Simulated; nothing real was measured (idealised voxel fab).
You're looking at the process module voxel self aligned contacts.
Displayed cross-section: cut, width of 230 nm, square cells sized 5 nm.
This document writes a cross-section as a grid whose cells are square, and gives it as bands, listed from the top down; one or more rows of cells form a band.
The entry gives the band's vertical extent as a top height and a bottom height in nm, then its horizontal make-up as materials from left to right, each with a width in nm. "blank" stands for empty space; a single material marked "edge to edge" fills the band edge to edge.
Zero point of the height axis is 0; under it, received wafer = one material. Lowest band: continues down indefinitely, "top 0, no bottom".
A two-number width, for instance "30->40", indicates that the width is equal to the first number in the top row of the band and to the second number in the bottom row, and that it changes by a constant amount per row of cells.
A step reported as "no alteration" is a step in which no cell of the cross-section changed.
Empty spaces counting at least 8 cells and having no open way to the top are listed in "Voids, enclosed". The notation width x height at distance is used for each, the distance being from the left edge and all three values in nm.
Past the settings on a step's line: simulator remark, on that step.
The "overlay nm" setting may appear on a step's line; for a step that uses a mask, it gives how far to the right of its planned position the mask lay, and a negative value indicates the left.
### Intended process steps
1 RECEIVE: material Si
2 OXIDIZE: depth nm 5
3 DIRECTIONAL_DEP: material polySi, thk nm 25
4 DIRECTIONAL_DEP: material SiN, thk nm 15
5 MASKED_ETCH: tone cover, mask id GATE, width nm 30, pitch nm 65, etch materials SiN, depth nm 15, overlay nm 0
6 MASKED_ETCH: tone cover, mask id GATE, width nm 30, pitch nm 65, etch materials polySi, depth nm 25, overlay nm 0
7 CONFORMAL_DEP: material SiN, thk nm 5
8 DIRECTIONAL_ETCH: etch materials SiN, depth nm 5
9 FILL_DEP: material SiO2, thk nm 20
10 CMP: height nm 50
11 MASKED_ETCH: tone open, mask id CONTACT, width nm 45, pitch nm 65, etch materials SiO2, depth nm 55, overlay nm 0
12 CONFORMAL_DEP: material TiN, thk nm 5
13 FILL_DEP: material Ru, thk nm 5
14 CMP: height nm 50
15 CONFORMAL_DEP: material SiCN, thk nm 5
### This is the cross-section of the wafer as we received it, i.e. after step 1
- top 0, no bottom: Si edge to edge
- Voids, enclosed: none
### End-of-module cross-section of the first of two wafers, processed as planned
- top 55, bottom 50: SiCN edge to edge
- top 50, bottom 40: 60 of SiO2, 5->15 of TiN, 35->15 of Ru, 5->15 of TiN, 20 of SiO2, 5->15 of TiN, 35->15 of Ru, 5->15 of TiN, 60 of SiO2
- top 40, bottom 25: 30 of SiO2, 40 of SiN, 5 of TiN, 15 of Ru, 5 of TiN, 40 of SiN, 5 of TiN, 15 of Ru, 5 of TiN, 40 of SiN, 30 of SiO2
- top 25, bottom 0: 30 of SiO2, 5 of SiN, 30 of polySi, 5 of SiN, 5 of TiN, 15 of Ru, 5 of TiN, 5 of SiN, 30 of polySi, 5 of SiN, 5 of TiN, 15 of Ru, 5 of TiN, 5 of SiN, 30 of polySi, 5 of SiN, 30 of SiO2
- top 0, bottom -5: 70 of SiO2, 25 of TiN, 40 of SiO2, 25 of TiN, 70 of SiO2
- top -5, no bottom: Si edge to edge
- Voids, enclosed: none
### Wafer two, sectioned after the module: the first wafer's start, the first wafer's plan, and one mistake in how it was run
- top 55, bottom 50: SiCN edge to edge
- top 50, bottom 30: 30 of SiO2, 5 of SiN, 30 of polySi, 5 of SiN, 5 of TiN, 15 of Ru, 5 of TiN, 5 of SiN, 30 of polySi, 5 of SiN, 5 of TiN, 15 of Ru, 5 of TiN, 5 of SiN, 30 of polySi, 5 of SiN, 30 of SiO2
- top 30, bottom 25: 30 of SiO2, 5 of SiN, 30 of polySi, 5 of SiN, 25 of TiN, 5 of SiN, 30 of polySi, 5 of SiN, 25 of TiN, 5 of SiN, 30 of polySi, 5 of SiN, 30 of SiO2
- top 25, bottom 0: polySi edge to edge
- top 0, bottom -5: SiO2 edge to edge
- top -5, no bottom: Si edge to edge
- Voids, enclosed: none
It is concluded that the wafer was processed incorrectly with respect to the plan, in that step 3 of the plan was performed twice
Count the cells at the end and the second wafer has more or fewer of some materials than the first: Ru -44 | SiN -72 | SiO2 -82 | TiN -32 | polySi +230
